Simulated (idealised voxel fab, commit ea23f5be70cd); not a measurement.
A process module follows: voxel double patterning.
Square cells of 5 nm make up the cross-section cut, whose width is 160 nm.
Cross-section, as written here: a square-cell grid given band by band from the top down, where a band holds one or more rows of cells. Basically the band line says how high the top is and how high the bottom is, in nm, and then what's in it from left to right, every material with its width in nm. Empty space shows up as "empty", and if a single material carries "edge to edge" it runs the full band edge to edge. Note: height 0 marks the level under which the wafer is uniformly one material as received. Lowest band unbounded below, written "0 down". Graded width ("30..40"): value in top row of band = first number; value in bottom row = second number; row-to-row change constant. The cross-section has no changed cell in any step marked "stayed the same". The entry "Closed void list" lists the empty spaces that cover at least 8 cells and have no open path to the top. Each is written as width x height at distance, where the distance is measured from the left edge and all three values are in nm. Post-settings text on a step line: simulator's own remark regarding the step. "overlay nm" on a masked step: distance the mask lay right of its planned place, negative for left.

-- Planned step list for the process
1 RECEIVE | material Si
2 CONFORMAL_DEP | material SiO2 | thk nm 10
3 DIRECTIONAL_DEP | material polySi | thk nm 15
4 DIRECTIONAL_DEP | material SiN | thk nm 10
5 PATTERN | tone open | mask id FIRST | material resist | width nm 15 | pitch nm 50 | thk nm 20 | overlay nm 0
6 DIRECTIONAL_ETCH | etch materials SiN | depth nm 10
7 STRIP | etch materials resist
8 MASKED_ETCH | tone open | mask id SECOND | width nm 15 | pitch nm 50 | etch materials SiN | depth nm 10 | overlay nm 0
9 DIRECTIONAL_ETCH | etch materials polySi | depth nm 15
10 STRIP | etch materials SiN

-- Wafer at receipt (post step 1), cross-section
    0 down | Si edge to edge
    Closed void list: none

-- First wafer of two, sectioned at end of module; run went per plan
    25 to 10 | polySi: 20 | empty: 15 | polySi: 10 | empty: 15 | polySi: 10 | empty: 15 | polySi: 10 | empty: 15 | polySi: 10 | empty: 15 | polySi: 25
    10 to 0 | SiO2 edge to edge
    0 down | Si edge to edge
    Closed void list: none

-- End of module, second wafer, cross-section. Started like the first, planned like the first, run with one mistake
    40 to 25 | polySi: 20 | empty: 15 | polySi: 10 | empty: 15 | polySi: 10 | empty: 15 | polySi: 10 | empty: 15 | polySi: 10 | empty: 15 | polySi: 25
    25 to 10 | polySi edge to edge
    10 to 0 | SiO2 edge to edge
    0 down | Si edge to edge
    Closed void list: none
The mistake made against the process plan was this: the plan had its step 3 run twice
Final difference in cells, second wafer against first, listed per material as more or fewer: polySi: 96 more
